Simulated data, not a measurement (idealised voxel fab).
Process module under the name voxel ribs on slabs
Section cut is 295 nm wide and gridded with 5 nm square cells.
How to read a cross-section here: the picture is a grid of square cells, written as bands going from the top down, and any band can span one or more rows of cells. Band: top height; bottom height; in nm. Then, left to right: material with width in nm, for each material. "full width": a single material spanning edge to edge. "air": empty space. Height is counted from the level 0, under which the received wafer is composed throughout of one material. The lowest of the bands is not closed at the bottom but continues downward, in the notation "0 nm and below". So if you see something like "30..40" for the width, read it as the top row of the band sitting at the first number and the bottom row at the second, with every row in between moving by the same amount as the last. The designation "no alteration", where it is given for a processing step, indicates that no cell of the cross-section was altered in the course of that step. What "Closed void table" gives you is every empty space of 8 cells or more that is cut off from the top. Each appears as width x height at distance, with the distance taken from the left edge and width, height and distance all in nm. It should be noted that, on the line of a given step, the content following the step's settings is a remark produced by the simulator itself with respect to that step. Among the settings permitted on a step's line is "overlay nm"; applied to a step with a mask, it specifies the extent to which the mask lay to the right of its planned position, whereas a negative figure signifies a position to the left.

### Steps planned for the process
1: RECEIVE, material Si
2: DIRECTIONAL_DEP, material SiO2, thk nm 20
3: DIRECTIONAL_DEP, material SiN, thk nm 15
4: PATTERN, tone cover, mask id RIB, material resist, width nm 25, thk nm 15, overlay nm 0
5: DIRECTIONAL_ETCH, etch materials SiN, depth nm 10
6: STRIP, etch materials resist
7: PATTERN, tone cover, mask id SLAB, material resist, width nm 65, thk nm 15, overlay nm 0
8: DIRECTIONAL_ETCH, etch materials SiN, depth nm 5
9: STRIP, etch materials resist
10: FILL_DEP, material SiO2, thk nm 15
11: CMP, height nm 45
12: DIRECTIONAL_DEP, material TiN, thk nm 10
13: MASKED_ETCH, tone cover, mask id HEATER, width nm 35, etch materials TiN, depth nm 10, overlay nm 0
14: CONFORMAL_DEP, material SiN, thk nm 10

### First wafer out of two, processed as planned

### Delivered wafer in cross-section: state after step 1
0 nm and below: Si full width
Closed void table: none

### after step 2
20 nm to 0 nm: SiO2 full width
Whatever lies below 0 is exactly as it was before.

### after step 3
35 nm to 20 nm: SiN full width
Whatever lies below 20 is exactly as it was before.

### after step 4
50 nm to 35 nm: air 135 / resist 25 / air 135
Whatever lies below 35 is exactly as it was before.

### after step 5
50 nm to 35 nm: air 135 / resist 25 / air 135
35 nm to 25 nm: air 135 / SiN 25 / air 135
Whatever lies below 25 is exactly as it was before.

### after step 6
35 nm to 25 nm: air 135 / SiN 25 / air 135
Whatever lies below 25 is exactly as it was before.

### after step 7
50 nm to 35 nm: air 115 / resist 65 / air 115
35 nm to 25 nm: air 115 / resist 20 / SiN 25 / resist 20 / air 115
Whatever lies below 25 is exactly as it was before.

### after step 8
50 nm to 35 nm: air 115 / resist 65 / air 115
35 nm to 25 nm: air 115 / resist 20 / SiN 25 / resist 20 / air 115
25 nm to 20 nm: air 115 / SiN 65 / air 115
Whatever lies below 20 is exactly as it was before.

### after step 9
35 nm to 25 nm: air 135 / SiN 25 / air 135
Whatever lies below 25 is exactly as it was before.

### after step 10
50 nm to 35 nm: SiO2 full width
35 nm to 25 nm: SiO2 135 / SiN 25 / SiO2 135
25 nm to 20 nm: SiO2 115 / SiN 65 / SiO2 115
Whatever lies below 20 is exactly as it was before.

### after step 11
45 nm to 35 nm: SiO2 full width
Whatever lies below 35 is exactly as it was before.

### after step 12
55 nm to 45 nm: TiN full width
Whatever lies below 45 is exactly as it was before.

### after step 13
55 nm to 45 nm: air 130 / TiN 35 / air 130
Whatever lies below 45 is exactly as it was before.

### after step 14
65 nm to 55 nm: air 120 / SiN 55 / air 120
55 nm to 45 nm: SiN 130 / TiN 35 / SiN 130
Whatever lies below 45 is exactly as it was before.

### It is to be noted that the second wafer proceeded from the same initial state and according to the same plan as the first, although one mistake was committed in its execution; through step 1, inclusive, the two wafers share an identical history

### Cross-sectional view of the second wafer at the intended end time of process step 2
40 nm to 0 nm: SiO2 full width
Whatever lies below 0 is exactly as it was before.

### Cross-sectional view of the second wafer at the intended end time of process step 3
55 nm to 40 nm: SiN full width
Whatever lies below 40 is exactly as it was before.

### Cross-sectional view of the second wafer at the intended end time of process step 4
70 nm to 55 nm: air 135 / resist 25 / air 135
Whatever lies below 55 is exactly as it was before.

### Cross-sectional view of the second wafer at the intended end time of process step 5
70 nm to 55 nm: air 135 / resist 25 / air 135
55 nm to 45 nm: air 135 / SiN 25 / air 135
Whatever lies below 45 is exactly as it was before.

### Cross-sectional view of the second wafer at the intended end time of process step 6
55 nm to 45 nm: air 135 / SiN 25 / air 135
Whatever lies below 45 is exactly as it was before.

### Cross-sectional view of the second wafer at the intended end time of process step 7
70 nm to 55 nm: air 115 / resist 65 / air 115
55 nm to 45 nm: air 115 / resist 20 / SiN 25 / resist 20 / air 115
Whatever lies below 45 is exactly as it was before.

### Cross-sectional view of the second wafer at the intended end time of process step 8
70 nm to 55 nm: air 115 / resist 65 / air 115
55 nm to 45 nm: air 115 / resist 20 / SiN 25 / resist 20 / air 115
45 nm to 40 nm: air 115 / SiN 65 / air 115
Whatever lies below 40 is exactly as it was before.

### Cross-sectional view of the second wafer at the intended end time of process step 9
55 nm to 45 nm: air 135 / SiN 25 / air 135
Whatever lies below 45 is exactly as it was before.

### Cross-sectional view of the second wafer at the intended end time of process step 10
70 nm to 55 nm: SiO2 full width
55 nm to 45 nm: SiO2 135 / SiN 25 / SiO2 135
45 nm to 40 nm: SiO2 115 / SiN 65 / SiO2 115
Whatever lies below 40 is exactly as it was before.

### Cross-sectional view of the second wafer at the intended end time of process step 11
45 nm to 40 nm: SiO2 115 / SiN 65 / SiO2 115
Whatever lies below 40 is exactly as it was before.

### Cross-sectional view of the second wafer at the intended end time of process step 12
55 nm to 45 nm: TiN full width
Whatever lies below 45 is exactly as it was before.

### Cross-sectional view of the second wafer at the intended end time of process step 13
55 nm to 45 nm: air 130 / TiN 35 / air 130
Whatever lies below 45 is exactly as it was before.

### Cross-sectional view of the second wafer at the intended end time of process step 14
65 nm to 55 nm: air 120 / SiN 55 / air 120
55 nm to 45 nm: SiN 130 / TiN 35 / SiN 130
Whatever lies below 45 is exactly as it was before.
So what did we get wrong on this run? step 2 of the plan was performed twice
Once processing is complete, comparing cell counts shows that the second wafer has more or fewer of certain materials than the first: SiN: 10 fewer | SiO2: 10 more
